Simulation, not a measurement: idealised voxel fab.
The name of this process module is voxel self aligned vias.
Shown is cross-section cut, with a width of 180 nm and square cells of size 5 nm.
Cross-sections here: square-cell grids, written as top-down lists of bands, a band being one or more rows of cells. First you get the band's top height and its bottom height, in nm, and then the materials it's made of, left to right, with each width in nm. If you see a single material with "everywhere", that one covers the band edge to edge. "empty" is empty space. A quick word on heights: they are counted from 0, and under that level the wafer as it came to us is one material throughout. The lowest band is different from the rest in having no bottom; it simply continues downward, written as in "z 0 and below". So if you see something like "30 to 40" for the width, read it as the top row of the band sitting at the first number and the bottom row at the second, with every row in between moving by the same amount as the last. "left unchanged" for a step: no cell of the cross-section changed in that step. "Enclosed empty spaces": sealed empty spaces, 8 cells or more, no open way to top, listed width x height at distance, with distance from the left edge and width, height and distance in nm. after a step's settings: what the simulator itself notes on the step. overlay nm: how far to the right of its planned place the mask lay on this masked step (negative: to the left).

### Steps planned for the process
1. RECEIVE [material Si]
2. CONFORMAL_DEP [material SiO2] [thk nm 15]
3. CONFORMAL_DEP [material SiCN] [thk nm 5]
4. DIRECTIONAL_DEP [material lowk] [thk nm 25]
5. DIRECTIONAL_DEP [material aC] [thk nm 10]
6. PATTERN [tone open] [mask id LINES] [material resist] [width nm 20] [pitch nm 55] [thk nm 25] [overlay nm 0]
7. DIRECTIONAL_ETCH [etch materials aC] [depth nm 10]
8. STRIP [etch materials resist]
9. DIRECTIONAL_ETCH [etch materials lowk] [depth nm 25]
10. STRIP [etch materials aC]
11. CONFORMAL_DEP [material TiN] [thk nm 5]
12. FILL_DEP [material Ru] [thk nm 5]
13. CMP [height nm 45]
14. SELECTIVE_ETCH [etch materials W Ru TiN] [depth nm 5]
15. FILL_DEP [material SiN] [thk nm 10]
16. CMP [height nm 45]
17. DIRECTIONAL_DEP [material lowk] [thk nm 15]
18. PATTERN [tone open] [mask id VIAS] [material resist] [width nm 40] [pitch nm 55] [thk nm 15] [overlay nm 0]
19. DIRECTIONAL_ETCH [etch materials lowk] [depth nm 15]
20. DIRECTIONAL_ETCH [etch materials SiN] [depth nm 5]
21. STRIP [etch materials resist]
22. CONFORMAL_DEP [material TiN] [thk nm 5]
23. FILL_DEP [material W] [thk nm 10]
24. CMP [height nm 60]
25. CONFORMAL_DEP [material SiN] [thk nm 5]

### As received (post step 1): cross-section
z 0 and below  Si everywhere
Enclosed empty spaces: none

### Starting structure and process plan are as shown above, but one mistake was made in running the module; the wafer cross-section at the end of the module follows
z 65 to 60  SiN everywhere
z 60 to 50  15 nm lowk / 5 nm TiN / 30 nm W / 5 nm TiN / 15 nm lowk / 5 nm TiN / 30 nm W / 5 nm TiN / 15 nm lowk / 5 nm TiN / 30 nm W / 5 nm TiN / 15 nm lowk
z 50 to 45  15 nm lowk / 40 nm TiN / 15 nm lowk / 40 nm TiN / 15 nm lowk / 40 nm TiN / 15 nm lowk
z 45 to 40  15 nm SiN / 10 nm TiN / 20 nm lowk / 10 nm TiN / 15 nm SiN / 10 nm TiN / 20 nm lowk / 10 nm TiN / 15 nm SiN / 10 nm TiN / 20 nm lowk / 10 nm TiN / 15 nm SiN
z 40 to 25  20 nm Ru / 5 nm TiN / 20 nm lowk / 5 nm TiN / 25 nm Ru / 5 nm TiN / 20 nm lowk / 5 nm TiN / 25 nm Ru / 5 nm TiN / 20 nm lowk / 5 nm TiN / 20 nm Ru
z 25 to 20  25 nm TiN / 20 nm lowk / 35 nm TiN / 20 nm lowk / 35 nm TiN / 20 nm lowk / 25 nm TiN
z 20 to 15  SiCN everywhere
z 15 to 0  SiO2 everywhere
z 0 and below  Si everywhere
Enclosed empty spaces: none
In executing the process, a mistake was made relative to the plan: so step 6 ended up running with a different setting than we planned, it ran as PATTERN [tone cover] [mask id LINES] [material resist] [width nm 20] [pitch nm 55] [thk nm 25] [overlay nm 0]
